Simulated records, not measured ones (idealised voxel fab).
process module | voxel plated lines
cross-section cut | 290 nm wide | cells 5 nm
A cross-section is a grid of square cells, given in bands from the top down. A band is one or more rows of cells.
Each band's line starts with the height of the band's top and of its bottom, in nm. Then come its materials from left to right, each with its width in nm. One material with "throughout" fills the band from edge to edge. "air" is empty space.
Height 0 is the level under which the wafer as received is all one material. The lowest band goes on downwards, as in "0 down".
A width such as "30 to 40" changes by the same amount from each row of cells to the next, from the band's top row to its bottom row.
"no change" after a step means that no cell of the cross-section changed.
closed voids: empty space of 8 cells or more with no open way to the top, each as width x height at its distance from the left edge, in nm
after a step's settings: what the simulator itself notes on the step
overlay nm, on a step with a mask: how far to the right of its planned place the mask lay; to the left if negative
plan
1 op RECEIVE | material Si
2 op CONFORMAL_DEP | material Al2O3 | thk nm 10
3 op DIRECTIONAL_DEP | material TiN | thk nm 5
4 op PATTERN | tone open | mask id LINES | material resist | width nm 20 | pitch nm 35 | thk nm 35 | overlay nm 0
5 op EPI | material Ru | thk nm 5
6 op EPI | material Ru | thk nm 5
7 op EPI | material Ru | thk nm 10
8 op STRIP | etch materials resist
9 op DIRECTIONAL_ETCH | etch materials TiN | depth nm 5
10 op CONFORMAL_DEP | material SiCN | thk nm 5
first wafer, as planned
as received, after step 1
  0 down: Si throughout
  closed voids: none
after step 2
  10 to 0: Al2O3 throughout
  below 0: unchanged
after step 3
  15 to 10: TiN throughout
  below 10: unchanged
after step 4
  50 to 15: resist 80 | air 20 | resist 15 | air 20 | resist 15 | air 20 | resist 15 | air 20 | resist 85
  below 15: unchanged
after step 5
  50 to 20: resist 80 | air 20 | resist 15 | air 20 | resist 15 | air 20 | resist 15 | air 20 | resist 85
  20 to 15: resist 80 | Ru 20 | resist 15 | Ru 20 | resist 15 | Ru 20 | resist 15 | Ru 20 | resist 85
  below 15: unchanged
after step 6
  50 to 25: resist 80 | air 20 | resist 15 | air 20 | resist 15 | air 20 | resist 15 | air 20 | resist 85
  25 to 15: resist 80 | Ru 20 | resist 15 | Ru 20 | resist 15 | Ru 20 | resist 15 | Ru 20 | resist 85
  below 15: unchanged
after step 7
  50 to 35: resist 80 | air 20 | resist 15 | air 20 | resist 15 | air 20 | resist 15 | air 20 | resist 85
  35 to 15: resist 80 | Ru 20 | resist 15 | Ru 20 | resist 15 | Ru 20 | resist 15 | Ru 20 | resist 85
  below 15: unchanged
after step 8
  35 to 15: air 80 | Ru 20 | air 15 | Ru 20 | air 15 | Ru 20 | air 15 | Ru 20 | air 85
  below 15: unchanged
after step 9
  35 to 15: air 80 | Ru 20 | air 15 | Ru 20 | air 15 | Ru 20 | air 15 | Ru 20 | air 85
  15 to 10: air 80 | TiN 20 | air 15 | TiN 20 | air 15 | TiN 20 | air 15 | TiN 20 | air 85
  below 10: unchanged
after step 10
  40 to 35: air 75 | SiCN 30 | air 5 | SiCN 30 | air 5 | SiCN 30 | air 5 | SiCN 30 | air 80
  35 to 15: air 75 | SiCN 5 | Ru 20 | SiCN 5 | air 5 | SiCN 5 | Ru 20 | SiCN 5 | air 5 | SiCN 5 | Ru 20 | SiCN 5 | air 5 | SiCN 5 | Ru 20 | SiCN 5 | air 80
  15 to 10: SiCN 80 | TiN 20 | SiCN 15 | TiN 20 | SiCN 15 | TiN 20 | SiCN 15 | TiN 20 | SiCN 85
  below 10: unchanged
second wafer: like start, like plan, one mistake. Through step 6 it matches the first wafer
when step 7 should have ended
  25 to 15: air 80 | Ru 20 | air 15 | Ru 20 | air 15 | Ru 20 | air 15 | Ru 20 | air 85
  below 15: unchanged
when step 8 should have ended
  35 to 25: air 70 | Ru 145 | air 75
  25 to 15: Ru throughout
  below 15: unchanged
when step 9 should have ended: no change
when step 10 should have ended
  40 to 35: air 65 | SiCN 155 | air 70
  35 to 30: air 65 | SiCN 5 | Ru 145 | SiCN 5 | air 70
  30 to 25: SiCN 70 | Ru 145 | SiCN 75
  below 25: unchanged
what went wrong: steps 7 and 8 were swapped
at the end the second wafer has, in cells: 110 more of Ru | 36 fewer of SiCN | 42 more of TiN
